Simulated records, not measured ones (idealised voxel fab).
The document below concerns the process module designated voxel self aligned contacts.
Cross-section cut spans 180 nm and uses square cells 5 nm in size.
Cross-section layout: square cells on a grid; listed as bands, top to bottom; a band spans one or more cell rows.
The entry gives the band's vertical extent as a top height and a bottom height in nm, then its horizontal make-up as materials from left to right, each with a width in nm. "empty" stands for empty space; a single material marked "edge to edge" fills the band edge to edge.
Heights are expressed relative to 0, this being the level below which the as-received wafer comprises one material exclusively. The lowest band is unbounded in the downward direction and is denoted as in "0 nm and below".
With a width like "30..40", each row of cells in the band differs from the next by the same amount, the top row carrying the first number and the bottom row the second.
It should be understood that the words "nothing got changed", when stated for a given step, signify that the cross-section underwent no change in any of its cells during that step.
"Cavities, sealed" contains a list of empty spaces, each no smaller than 8 cells and without an open way to the top, written in the form width x height at distance with the distance from the left edge and all three in nm.
On a step's line, text after the settings is the simulator commenting on that step.
Regarding "overlay nm": on a step with a mask, it is the distance the mask lay to the right of its planned place; a negative value places it to the left.

[Listed below are the process steps as planned]
| 1 | RECEIVE: material Si |
| 2 | CONFORMAL_DEP: material SiO2, thk nm 5 |
| 3 | DIRECTIONAL_DEP: material polySi, thk nm 30 |
| 4 | DIRECTIONAL_DEP: material SiN, thk nm 25 |
| 5 | PATTERN: tone cover, mask id GATE, material resist, width nm 25, pitch nm 65, thk nm 15, overlay nm 0 |
| 6 | DIRECTIONAL_ETCH: etch materials SiN, depth nm 25 |
| 7 | DIRECTIONAL_ETCH: etch materials polySi, depth nm 30 |
| 8 | STRIP: etch materials resist |
| 9 | CONFORMAL_DEP: material SiN, thk nm 5 |
| 10 | DIRECTIONAL_ETCH: etch materials SiN, depth nm 10 |
| 11 | FILL_DEP: material SiO2, thk nm 10 |
| 12 | CMP: height nm 65 |
| 13 | PATTERN: tone open, mask id CONTACT, material resist, width nm 50, thk nm 15, overlay nm 0 |
| 14 | DIRECTIONAL_ETCH: etch materials SiO2, depth nm 65 |
| 15 | STRIP: etch materials resist |
| 16 | CONFORMAL_DEP: material TiN, thk nm 5 |
| 17 | FILL_DEP: material W, thk nm 10 |
| 18 | CMP: height nm 65 |
| 19 | CONFORMAL_DEP: material SiN, thk nm 5 |
The thk nm used in step 9 is not the same on every wafer, whereas the starting condition is; the value printed in the plan is the first wafer's.

[Cut through the first of several wafers as received, post step 1]
* 0 nm and below: Si edge to edge
* Cavities, sealed: none

[Module end state after final step 19: cross-section of the first of several wafers]
* 70 nm to 65 nm: SiN edge to edge
* 65 nm to 55 nm: SiO2 65 nm, TiN 5..15 nm, W 40..20 nm, TiN 5..15 nm, SiO2 65 nm
* 55 nm to 35 nm: SiO2 40 nm, SiN 35 nm, TiN 5 nm, W 20 nm, TiN 5 nm, SiN 35 nm, SiO2 40 nm
* 35 nm to 5 nm: SiO2 40 nm, SiN 5 nm, polySi 25 nm, SiN 5 nm, TiN 5 nm, W 20 nm, TiN 5 nm, SiN 5 nm, polySi 25 nm, SiN 5 nm, SiO2 40 nm
* 5 nm to 0 nm: SiO2 75 nm, TiN 30 nm, SiO2 75 nm
* 0 nm and below: Si edge to edge
* Cavities, sealed: none

[Cross-section, module end, final of several wafers]
* 70 nm to 65 nm: SiN edge to edge
* 65 nm to 35 nm: SiO2 20 nm, SiN 140 nm, SiO2 20 nm
* 35 nm to 20 nm: SiO2 20 nm, SiN 25 nm, polySi 25 nm, SiN 40 nm, polySi 25 nm, SiN 25 nm, SiO2 20 nm
* 20 nm to 5 nm: SiN 45 nm, polySi 25 nm, SiN 40 nm, polySi 25 nm, SiN 45 nm
* 5 nm to 0 nm: SiO2 edge to edge
* 0 nm and below: Si edge to edge
* Cavities, sealed: none

[For your reference, the table is organized with a row per wafer; each row reflects the wafer at the end of the module, indicating for each material the cells gained (+) or lost (-) since receipt, and thereafter its closed voids]
thk nm 5 | +116 SiN | +242 SiO2 | +34 TiN | +52 W | +60 polySi | Cavities, sealed: none
thk nm 10 | +174 SiN | +212 SiO2 | +34 TiN | +24 W | +60 polySi | Cavities, sealed: none
thk nm 15 | +254 SiN | +168 SiO2 | +22 TiN | +60 polySi | Cavities, sealed: none
thk nm 20 | +308 SiN | +136 SiO2 | +60 polySi | Cavities, sealed: none
thk nm 25 | +336 SiN | +108 SiO2 | +60 polySi | Cavities, sealed: none
